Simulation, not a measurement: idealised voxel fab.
This section sets out a process module, namely voxel self aligned vias.
For reference, the cross-section in this document is cut, with width 235 nm and square cells of 5 nm.
For the purposes of this document, a cross-section shall be understood as a grid of square cells, specified as bands listed in top-to-bottom order, each band consisting of one or more rows of cells. Each band's line starts with the height of the band's top and of its bottom, in nm. Then come its materials from left to right, each with its width in nm. One material with "throughout" fills the band from edge to edge. "empty" is empty space. Below 0: as-received wafer, all one material; heights counted from there. Lowest band: no bottom, goes on down, written "top 0, no bottom". Graded width ("30..40"): value in top row of band = first number; value in bottom row = second number; row-to-row change constant. For the purposes of this document, the phrase "nothing was modified" attached to a step denotes that no cell within the cross-section was modified by that step. Entry "Enclosed void entries" = empty spaces >= 8 cells with no open way to the top; each as width x height at distance, distance from left edge, all nm. Step line, after settings: the simulator's comment on this step. Among the settings permitted on a step's line is "overlay nm"; applied to a step with a mask, it specifies the extent to which the mask lay to the right of its planned position, whereas a negative figure signifies a position to the left.
The following list gives the planned process steps
1,RECEIVE with material Si
2,CONFORMAL_DEP with material SiO2, thk nm 10
3,CONFORMAL_DEP with material SiCN, thk nm 5
4,DIRECTIONAL_DEP with material lowk, thk nm 30
5,DIRECTIONAL_DEP with material aC, thk nm 10
6,PATTERN with tone open, mask id LINES, material resist, width nm 20, pitch nm 45, thk nm 25, overlay nm 0
7,DIRECTIONAL_ETCH with etch materials aC, depth nm 10
8,STRIP with etch materials resist
9,DIRECTIONAL_ETCH with etch materials lowk, depth nm 30
10,STRIP with etch materials aC
11,CONFORMAL_DEP with material TiN, thk nm 5
12,FILL_DEP with material W, thk nm 5
13,CMP with height nm 45
14,SELECTIVE_ETCH with etch materials W Ru TiN, depth nm 10
15,FILL_DEP with material SiN, thk nm 10
16,CMP with height nm 45
17,DIRECTIONAL_DEP with material lowk, thk nm 20
18,MASKED_ETCH with tone open, mask id VIAS, width nm 30, etch materials lowk, depth nm 20, overlay nm 0
19,MASKED_ETCH with tone open, mask id VIAS, width nm 30, etch materials SiN, depth nm 10, overlay nm 0
20,CONFORMAL_DEP with material TiN, thk nm 5
21,FILL_DEP with material Cu, thk nm 5
22,CMP with height nm 65
23,CONFORMAL_DEP with material SiCN, thk nm 5
Cross-section of the wafer at receipt, which is the condition after step 1
  top 0, no bottom: Si throughout
  Enclosed void entries: none
First wafer at the end, as planned
  top 70, bottom 65: SiCN throughout
  top 65, bottom 50: lowk (80); TiN (5); Cu (20); TiN (5); lowk (125)
  top 50, bottom 45: lowk (80); TiN (10); Cu (10); TiN (10); lowk (125)
  top 45, bottom 40: lowk (85); TiN (5); Cu (10); TiN (5); lowk (25); SiN (20); lowk (85)
  top 40, bottom 35: lowk (85); TiN (20); lowk (25); SiN (20); lowk (85)
  top 35, bottom 20: lowk (85); TiN (5); W (10); TiN (5); lowk (25); TiN (5); W (10); TiN (5); lowk (85)
  top 20, bottom 15: lowk (85); TiN (20); lowk (25); TiN (20); lowk (85)
  top 15, bottom 10: SiCN throughout
  top 10, bottom 0: SiO2 throughout
  top 0, no bottom: Si throughout
  Enclosed void entries: none
Now the second wafer, cross-sectioned at the end of the module. Nothing different at the start, nothing different in the plan compared with the first, just one mistake when it was actually run
  top 70, bottom 65: SiCN throughout
  top 65, bottom 50: lowk (85); TiN (5); Cu (15); TiN (5); lowk (125)
  top 50, bottom 45: lowk (85); TiN (5); Cu (10); TiN (10); lowk (125)
  top 45, bottom 40: lowk (85); TiN (5); Cu (10); TiN (5); lowk (25); SiN (20); lowk (85)
  top 40, bottom 35: lowk (85); TiN (20); lowk (25); SiN (20); lowk (85)
  top 35, bottom 20: lowk (85); TiN (5); W (10); TiN (5); lowk (25); TiN (5); W (10); TiN (5); lowk (85)
  top 20, bottom 15: lowk (85); TiN (20); lowk (25); TiN (20); lowk (85)
  top 15, bottom 10: SiCN throughout
  top 10, bottom 0: SiO2 throughout
  top 0, no bottom: Si throughout
  Enclosed void entries: none
What was done differently from what was planned? planned and actual differ for step 18; actual: MASKED_ETCH with tone open, mask id VIAS, width nm 25, etch materials lowk, depth nm 20, overlay nm 0
End check, counted in cells, second wafer has more or fewer of these materials than the first: -3 Cu, -1 TiN, +4 lowk
